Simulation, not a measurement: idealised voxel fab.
Documented hereafter: the process module known as voxel fin reveal.
In the cross-section labelled cut, the width is 250 nm and each square cell is 5 nm.
Square cells in a grid make up a cross-section in this document, and the grid is given as bands, listed from the top down, each one or more rows of cells.
Top height, bottom height, nm. Materials left to right, width each, nm. Single material + "throughout" = fills band edge to edge. "empty" = empty.
Heights from 0 (as-received wafer is one material below). Bottom band endless downward, as "0 -> down".
So if you see something like "30 to 40" for the width, read it as the top row of the band sitting at the first number and the bottom row at the second, with every row in between moving by the same amount as the last.
A step reported as "remained unchanged" is a step in which no cell of the cross-section changed.
Closed empty spaces (no open way to the top) of 8 cells or more are what "Cavities, closed" lists, each as width x height at distance from the left edge, nm for all three.
Past the settings on a step's line: simulator remark, on that step.
Regarding "overlay nm": on a step with a mask, it is the distance the mask lay to the right of its planned place; a negative value places it to the left.
Process steps - plan:
1. RECEIVE,material Si
2. CONFORMAL_DEP,material SiN,thk nm 10
3. DIRECTIONAL_DEP,material aC,thk nm 10
4. PATTERN,tone cover,mask id FINS,material resist,width nm 15,pitch nm 40,thk nm 30,overlay nm -15
5. DIRECTIONAL_ETCH,etch materials aC,depth nm 10
6. STRIP,etch materials resist
7. DIRECTIONAL_ETCH,etch materials SiN,depth nm 10
8. DIRECTIONAL_ETCH,etch materials Si,depth nm 40
9. STRIP,etch materials aC
10. FILL_DEP,material SiO2,thk nm 10
11. CMP,height nm 10
12. SELECTIVE_ETCH,etch materials SiO2,depth nm 30
13. STRIP,etch materials SiN
Heads up: all these wafers start the same, and what changes between them is the overlay nm in step 4. The value you see in the plan is just what the first wafer got.
Incoming state of the first of several wafers in cross-section: after step 1:
- 0 -> down = Si throughout
- Cavities, closed: none
End of module, by wafer: material-by-material cell gain (+) or loss (-) since receipt, then closed voids:
overlay nm -15 | -328 Si | +164 SiO2 | Cavities, closed: none
overlay nm -10 | -328 Si | +164 SiO2 | Cavities, closed: none
overlay nm -5 | -328 Si | +164 SiO2 | Cavities, closed: none
overlay nm 0 | -328 Si | +164 SiO2 | Cavities, closed: none
overlay nm 5 | -328 Si | +164 SiO2 | Cavities, closed: none
overlay nm 10 | -328 Si | +164 SiO2 | Cavities, closed: none
overlay nm 15 | -328 Si | +164 SiO2 | Cavities, closed: none
